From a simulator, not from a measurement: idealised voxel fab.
This is a process module. Its name is voxel released beams.
Cross-sectional view cut (width: 265 nm; square cell size: 5 nm).
A cross-section is a grid of square cells, given in bands from the top down. A band is one or more rows of cells. Band entry format. Leading values: height of top, height of bottom, nm. Remainder: materials in left-to-right order, each with its width in nm. Special words: "full width" on a single material, which then fills the band edge to edge; "blank", empty space. Convention: height 0 is the level below which the wafer, as received, is all one material. The lowest band does not terminate at the bottom but continues downward, represented as "0 down". Width: "30..40" (first number = top row, second number = bottom row, same change from row to row of cells). What does "remained the same" mean for a step? It means no cell of the cross-section changed in that step. Listed in "Closed voids list": every empty space of 8 or more cells without an open way to the top. Form: width x height at distance, the distance being from the left edge, all in nm. Note: text after step settings on the step line = simulator remark on that step. The optional step-line setting "overlay nm" applies to steps with a mask and quantifies how far to the right of its planned location the mask lay, a negative value indicating leftward placement.
-- Steps in the process plan
step 1: RECEIVE,material Si
step 2: CONFORMAL_DEP,material Al2O3,thk nm 10
step 3: DIRECTIONAL_DEP,material SiO2,thk nm 10
step 4: MASKED_ETCH,tone open,mask id ANCHOR,width nm 40,etch materials SiO2,depth nm 10,overlay nm 0
step 5: CONFORMAL_DEP,material W,thk nm 15
step 6: MASKED_ETCH,tone cover,mask id BEAM,width nm 80,etch materials W,depth nm 15,overlay nm 0
step 7: STRIP,etch materials SiO2
The plan's step 6 width nm is the first wafer's value; the wafers differ in this setting and start identical.
-- So this is the first of several wafers, cross-sectioned as it came to us, meaning it's at the end of step 1
0 down | Si full width
Closed voids list: none
-- Last step of the module is step 7; after it, the first of several wafers in cross-section
35 to 25 | blank (90), W (15), blank (10), W (55), blank (95)
25 to 20 | blank (90), W (80), blank (95)
20 to 10 | blank (90), W (40), blank (135)
10 to 0 | Al2O3 full width
0 down | Si full width
Closed voids list: none
-- So this is the cross-section on the last wafer at the end of the module
35 to 25 | blank (80), W (25), blank (10), W (70), blank (80)
25 to 20 | blank (80), W (105), blank (80)
20 to 10 | blank (90), W (40), blank (135)
10 to 0 | Al2O3 full width
0 down | Si full width
Closed voids list: none
-- End of module, by wafer: material-by-material cell gain (+) or loss (-) since receipt, then closed voids
width nm 80 | +106 Al2O3 | +60 W | Closed voids list: none
width nm 85 | +106 Al2O3 | +63 W | Closed voids list: none
width nm 90 | +106 Al2O3 | +66 W | Closed voids list: none
width nm 95 | +106 Al2O3 | +69 W | Closed voids list: none
width nm 100 | +106 Al2O3 | +72 W | Closed voids list: none
width nm 105 | +106 Al2O3 | +75 W | Closed voids list: none
